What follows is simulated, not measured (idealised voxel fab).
process module | voxel ribs on slabs
cross-section cut | 175 nm wide | cells 5 nm
A cross-section is a grid of square cells, given in bands from the top down. A band is one or more rows of cells.
Each band's line starts with the height of the band's top and of its bottom, in nm. Then come its materials from left to right, each with its width in nm. One material with "throughout" fills the band from edge to edge. "air" is empty space.
Height 0 is the level under which the wafer as received is all one material. The lowest band goes on downwards, as in "0 down".
A width such as "30 to 40" changes by the same amount from each row of cells to the next, from the band's top row to its bottom row.
"no change" after a step means that no cell of the cross-section changed.
closed voids: empty space of 8 cells or more with no open way to the top, each as width x height at its distance from the left edge, in nm
after a step's settings: what the simulator itself notes on the step
overlay nm, on a step with a mask: how far to the right of its planned place the mask lay; to the left if negative
plan
1 op RECEIVE | material Si
2 op DIRECTIONAL_DEP | material SiO2 | thk nm 20
3 op DIRECTIONAL_DEP | material polySi | thk nm 15
4 op DIRECTIONAL_DEP | material aC | thk nm 15
5 op PATTERN | tone cover | mask id RIB | material resist | width nm 30 | thk nm 35 | overlay nm 0
6 op DIRECTIONAL_ETCH | etch materials aC | depth nm 15
7 op STRIP | etch materials resist
8 op DIRECTIONAL_ETCH | etch materials polySi | depth nm 10
9 op STRIP | etch materials aC
10 op MASKED_ETCH | tone cover | mask id SLAB | width nm 70 | etch materials polySi | depth nm 5 | overlay nm 0
11 op FILL_DEP | material SiO2 | thk nm 20
12 op CMP | height nm 45
13 op DIRECTIONAL_DEP | material W | thk nm 10
14 op DIRECTIONAL_DEP | material aC | thk nm 15
15 op PATTERN | tone cover | mask id HEATER | material resist | width nm 40 | thk nm 35 | overlay nm 0
16 op DIRECTIONAL_ETCH | etch materials aC | depth nm 15
17 op STRIP | etch materials resist
18 op DIRECTIONAL_ETCH | etch materials W | depth nm 10
19 op STRIP | etch materials aC
20 op CONFORMAL_DEP | material SiO2 | thk nm 10
as received, after step 1
  0 down: Si throughout
  closed voids: none
first wafer at the end, as planned
  65 to 55: air 55 | SiO2 60 | air 60
  55 to 45: SiO2 65 | W 40 | SiO2 70
  45 to 35: SiO2 throughout
  35 to 25: SiO2 70 | polySi 30 | SiO2 75
  25 to 20: SiO2 50 | polySi 70 | SiO2 55
  20 to 0: SiO2 throughout
  0 down: Si throughout
  closed voids: none
second wafer at the end: like start, like plan, one mistake
  65 to 55: air 55 | SiO2 60 | air 60
  55 to 45: SiO2 65 | W 40 | SiO2 70
  45 to 35: SiO2 70 to 50 | polySi 30 to 70 | SiO2 75 to 55
  35 to 20: polySi throughout
  20 to 0: SiO2 throughout
  0 down: Si throughout
  closed voids: none
what went wrong: step 3 was run twice
at the end the second wafer has, in cells: 99 fewer of SiO2 | 99 more of polySi
